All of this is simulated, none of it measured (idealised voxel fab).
Process module, titled voxel released beams
Each square cell in cross-section cut measures 5 nm, and the section as a whole is 195 nm wide.
Cross-section = grid of square cells, listed top down in bands; band = one or more rows. Heights first: top, then bottom, in nm. Then materials, left to right, each with a width in nm. "full width" on a single material: fills the band edge to edge. "blank": empty space. A quick word on heights: they are counted from 0, and under that level the wafer as it came to us is one material throughout. The lowest band is different from the rest in having no bottom; it simply continues downward, written as in "0 -> down". The notation "30..40" denotes a width that varies across the rows of cells in the band, beginning at the first number in the top row, finishing at the second number in the bottom row, and changing by an identical amount from each row to the next. When a step is marked "nothing got changed", none of the cells in the cross-section changed during that step. You'll see "Voids, fully enclosed" listing empty spaces that have no way open to the top, as long as they're 8 cells or more; the notation is width x height at distance, where the distance is from the left edge, and all of it is in nm. It should be noted that, on the line of a given step, the content following the step's settings is a remark produced by the simulator itself with respect to that step. When a step includes a mask, the "overlay nm" setting on its line states how far to the right of its planned place that mask lay, and negative values state how far to the left.
Intended process steps
1,RECEIVE: material Si
2,CONFORMAL_DEP: material Al2O3, thk nm 10
3,DIRECTIONAL_DEP: material SiO2, thk nm 15
4,DIRECTIONAL_DEP: material aC, thk nm 10
5,PATTERN: tone open, mask id ANCHOR, material resist, width nm 40, thk nm 30, overlay nm 0
6,DIRECTIONAL_ETCH: etch materials aC, depth nm 10
7,STRIP: etch materials resist
8,DIRECTIONAL_ETCH: etch materials SiO2, depth nm 15
9,STRIP: etch materials aC
10,CONFORMAL_DEP: material SiN, thk nm 15
11,MASKED_ETCH: tone cover, mask id BEAM, width nm 85, etch materials SiN, depth nm 15, overlay nm 0
12,STRIP: etch materials SiO2
Wafer as received: cross-section following step 1
    0 -> down = Si full width
    Voids, fully enclosed: none
Cross-section taken at module completion on the first of two wafers; processed per the plan
    40 -> 25 = blank 50 nm / SiN 20 nm / blank 10 nm / SiN 55 nm / blank 60 nm
    25 -> 10 = blank 55 nm / SiN 40 nm / blank 100 nm
    10 -> 0 = Al2O3 full width
    0 -> down = Si full width
    Voids, fully enclosed: none
Cross-sectional view: second of two wafers, end of module; start and plan identical to the first, one mistake in running
    55 -> 40 = blank 50 nm / SiN 85 nm / blank 60 nm
    40 -> 25 = SiN full width
    25 -> 10 = SiO2 55 nm / SiN 40 nm / SiO2 100 nm
    10 -> 0 = Al2O3 full width
    0 -> down = Si full width
    Voids, fully enclosed: none
What went wrong in running the wafer? plan step 10 ran twice
Final wafer comparison in cells, second versus first, more or fewer per material: SiN: 123 more | SiO2: 93 more
